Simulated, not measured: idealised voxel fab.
The process module presented herein is designated voxel released beams.
Pictured: cross-section cut, 230 nm wide, on a grid of 5 nm square cells.
Format of a cross-section: grid, square cells. Given as bands. Order: top down. Band: one or more rows of cells. Within each band entry, the heights of the top and of the bottom of the band appear first, in that order and in nm; the materials of the band then follow from left to right, each with its corresponding width in nm. The designation "edge to edge" on a single material indicates that it fills the band from edge to edge; the designation "empty" indicates empty space. Below 0: as-received wafer, all one material; heights counted from there. Lowest band: no bottom, goes on down, written "0 and below". When a width is written as two numbers, as in "30..40", the first number is the width in the top row of cells of the band and the second is the width in its bottom row, and the width changes by the same amount from each row to the next. No cell of the cross-section changed in a step that is given as "nothing altered". Each empty space that has no open way to the top and spans at least 8 cells appears under "Closed cavities" as width x height at distance, the distance counted from the left edge, all in nm. Step line, after settings: the simulator's comment on this step. overlay nm, on a step with a mask: how far to the right of its planned place the mask lay; to the left if negative.
-- Here's what the planned process steps look like
1: RECEIVE (material Si)
2: CONFORMAL_DEP (material SiN; thk nm 5)
3: DIRECTIONAL_DEP (material SiO2; thk nm 10)
4: PATTERN (tone open; mask id ANCHOR; material resist; width nm 25; thk nm 20; overlay nm 0)
5: DIRECTIONAL_ETCH (etch materials SiO2; depth nm 10)
6: STRIP (etch materials resist)
7: CONFORMAL_DEP (material polySi; thk nm 10)
8: DIRECTIONAL_DEP (material aC; thk nm 10)
9: PATTERN (tone cover; mask id BEAM; material resist; width nm 95; thk nm 30; overlay nm 0)
10: DIRECTIONAL_ETCH (etch materials aC; depth nm 10)
11: STRIP (etch materials resist)
12: DIRECTIONAL_ETCH (etch materials polySi; depth nm 10)
13: STRIP (etch materials aC)
14: STRIP (etch materials SiO2)
-- Shown in cross-section is the wafer as received, that is, as it stands after step 1
* 0 and below: Si edge to edge
* Closed cavities: none
-- The following cross-section depicts the wafer upon conclusion of the module. Processing commenced from the starting condition illustrated above and adhered to the plan illustrated above, save for one mistake in execution
* 35 down to 25: SiN: 80, then empty: 5, then SiN: 145
* 25 down to 15: polySi: 80, then SiN: 5, then polySi: 145
* 15 down to 5: SiO2: 70, then polySi: 25, then SiO2: 135
* 5 down to 0: SiN edge to edge
* 0 and below: Si edge to edge
* Closed cavities: none
Error vs. plan: step 8 did not happen as planned, as run it was DIRECTIONAL_DEP (material SiN; thk nm 10)
